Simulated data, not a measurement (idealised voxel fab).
process module | voxel fin reveal
We display cut, a cross-section 295 nm in width whose square cells are each 5 nm.
Cross-section layout: square cells on a grid; listed as bands, top to bottom; a band spans one or more cell rows. What a band's entry tells you: where the top is and where the bottom is, as heights in nm, and after that what lies inside, material by material from left to right, each with its width in nm. Empty space is written as the word "empty", and a single material marked with the word "full width" occupies the band from edge to edge. Height is counted from the level 0, under which the received wafer is composed throughout of one material. The lowest of the bands is not closed at the bottom but continues downward, in the notation "top 0, no bottom". The expression "30 to 40" gives the width at the extremes of the band, the first number at its top row of cells and the second at its bottom row, with the width changing by equal amounts from each row to the next in between. A step reported as "nothing got changed" is a step in which no cell of the cross-section changed. "Enclosed void list" lists enclosed empty spaces (at least 8 cells, no open path upward to the top), each as width x height at distance from the left edge, in nm. What comes after the settings on a step's line is commentary from the simulator itself on that step. overlay nm: step with mask; distance mask lay right of planned place; negative value = left of planned place.
-- Steps planned for the process
1) RECEIVE (material Si)
2) CONFORMAL_DEP (material SiN; thk nm 10)
3) MASKED_ETCH (tone cover; mask id FINS; width nm 15; pitch nm 45; etch materials SiN; depth nm 10; overlay nm 0)
4) MASKED_ETCH (tone cover; mask id FINS; width nm 15; pitch nm 45; etch materials Si; depth nm 40; overlay nm 0)
5) OXIDIZE (depth nm 5)
6) FILL_DEP (material SiO2; thk nm 15)
7) CMP (height nm 10)
8) SELECTIVE_ETCH (etch materials SiO2; depth nm 25)
9) STRIP (etch materials SiN)
-- Wafer as received: cross-section following step 1
	top 0, no bottom: Si full width
	Enclosed void list: none
-- Post-module cross-section of the first of two wafers (run per plan)
	top 0, bottom -15: empty (120), then Si (5), then empty (40), then Si (5), then empty (125)
	top -15, bottom -45: SiO2 (120), then Si (5), then SiO2 (40), then Si (5), then SiO2 (125)
	top -45, no bottom: Si full width
	Enclosed void list: none
-- End of module, second wafer, cross-section. Started like the first, planned like the first, run with one mistake
	top 0, bottom -15: empty (120), then Si (5), then empty (40), then Si (5), then empty (125)
	top -15, bottom -25: SiO2 (90), then empty (30), then Si (5), then empty (40), then Si (5), then empty (30), then SiO2 (95)
	top -25, bottom -45: SiO2 (120), then Si (5), then SiO2 (40), then Si (5), then SiO2 (125)
	top -45, no bottom: Si full width
	Enclosed void list: none
Which mistake was made when the wafer was run? so 8 and 9 got swapped relative to the plan, each ran where the other was supposed to
FYI, end of process, the second wafer has more or fewer cells of some materials than the first: SiO2 -40
